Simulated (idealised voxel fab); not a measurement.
This is a process module. Its name is voxel self aligned contacts.
The width of the displayed cross-section, cut, is 300 nm; its cells are square, with a size of 5 nm.
A cross-section is written here as square cells arranged in a grid, and it is given in bands from the top down, each band taking up one or more rows of cells. Band: top and bottom heights (nm) first, top before bottom; then materials from left to right, widths in nm. "everywhere" marks a sole material filling the band edge to edge. "blank" denotes empty space. Zero point of the height axis is 0; under it, received wafer = one material. Lowest band: continues down indefinitely, "0 -> down". When a width is written as two numbers, as in "30 to 40", the first number is the width in the top row of cells of the band and the second is the width in its bottom row, and the width changes by the same amount from each row to the next. Where a step carries "left unchanged", the cross-section came out of it unchanged, cell for cell. "Closed internal cavities" means: voids of 8 cells or more that are shut off from the top with no open way through. Written width x height at distance, distance from the left edge, in nm. Formally, on a step line, whatever follows the settings is a remark that the simulator itself makes on the step. overlay nm: how far to the right of its planned place the mask lay on this masked step (negative: to the left).

### These are the steps we planned for the process
1) RECEIVE [material Si]
2) OXIDIZE [depth nm 5]
3) DIRECTIONAL_DEP [material polySi] [thk nm 20]
4) DIRECTIONAL_DEP [material SiN] [thk nm 15]
5) MASKED_ETCH [tone cover] [mask id GATE] [width nm 25] [pitch nm 60] [etch materials SiN] [depth nm 15] [overlay nm 0]
6) MASKED_ETCH [tone cover] [mask id GATE] [width nm 25] [pitch nm 60] [etch materials polySi] [depth nm 20] [overlay nm -15]
7) CONFORMAL_DEP [material SiN] [thk nm 5]
8) DIRECTIONAL_ETCH [etch materials SiN] [depth nm 5]
9) FILL_DEP [material SiO2] [thk nm 15]
10) CMP [height nm 40]
11) DIRECTIONAL_DEP [material aC] [thk nm 10]
12) PATTERN [tone open] [mask id CONTACT] [material resist] [width nm 45] [thk nm 30] [overlay nm 0]
13) DIRECTIONAL_ETCH [etch materials aC] [depth nm 10]
14) STRIP [etch materials resist]
15) DIRECTIONAL_ETCH [etch materials SiO2] [depth nm 45]
16) STRIP [etch materials aC]
17) CONFORMAL_DEP [material TiN] [thk nm 5]
18) FILL_DEP [material Ru] [thk nm 5]
19) CMP [height nm 40]
20) CONFORMAL_DEP [material SiN] [thk nm 5]
Don't read the plan's overlay nm for step 6 as applying to every wafer: that's the first wafer's value, and the wafers differ in it, though they all start identical.

### First of several wafers, received after step 1, in cross-section
> 0 -> down: Si everywhere
> Closed internal cavities: none

### First of several wafers: cross-section at the end of the module, after step 20, its last step
> 45 -> 40: SiN everywhere
> 40 -> 35: SiO2: 125, TiN: 15, Ru: 15, TiN: 15, SiO2: 130
> 35 -> 25: SiO2: 100, SiN: 35, TiN: 5, Ru: 15, TiN: 5, SiN: 35, SiO2: 105
> 25 -> 20: SiO2: 100, SiN: 35, TiN: 25, SiN: 35, SiO2: 105
> 20 -> 0: SiO2: 85, SiN: 5, polySi: 40, SiN: 5, TiN: 10, SiN: 5, polySi: 40, SiN: 5, SiO2: 105
> 0 -> -5: SiO2: 135, TiN: 10, SiO2: 155
> -5 -> down: Si everywhere
> Closed internal cavities: none

### Cross-sectional view, end of module, last wafer of several
> 45 -> 40: SiN everywhere
> 40 -> 35: SiO2: 125, TiN: 15, Ru: 15, TiN: 15, SiO2: 130
> 35 -> 25: SiO2: 100, SiN: 35, TiN: 5, Ru: 15, TiN: 5, SiN: 35, SiO2: 105
> 25 -> 20: SiO2: 100, SiN: 35, TiN: 25, SiN: 35, SiO2: 105
> 20 -> 0: SiO2: 100, SiN: 5, polySi: 40, SiN: 5, TiN: 10, SiN: 5, polySi: 40, SiN: 5, SiO2: 90
> 0 -> -5: SiO2: 150, TiN: 10, SiO2: 140
> -5 -> down: Si everywhere
> Closed internal cavities: none

### The table below has one row for each wafer; a row shows, as of the end of the module, how many cells of each material the wafer has gained, marked (+), or lost, marked (-), since it was received, and then the wafer's closed voids
overlay nm -15; +9 Ru; -60 Si; +118 SiN; +384 SiO2; +25 TiN; +64 polySi; Closed internal cavities: none
overlay nm -10; +14 Ru; -60 Si; +118 SiN; +387 SiO2; +25 TiN; +56 polySi; Closed internal cavities: none
overlay nm -5; +19 Ru; -60 Si; +118 SiN; +390 SiO2; +25 TiN; +48 polySi; Closed internal cavities: none
overlay nm 0; +24 Ru; -60 Si; +118 SiN; +393 SiO2; +25 TiN; +40 polySi; Closed internal cavities: none
overlay nm 5; +19 Ru; -60 Si; +118 SiN; +390 SiO2; +25 TiN; +48 polySi; Closed internal cavities: none
overlay nm 10; +14 Ru; -60 Si; +118 SiN; +387 SiO2; +25 TiN; +56 polySi; Closed internal cavities: none
overlay nm 15; +9 Ru; -60 Si; +118 SiN; +384 SiO2; +25 TiN; +64 polySi; Closed internal cavities: none
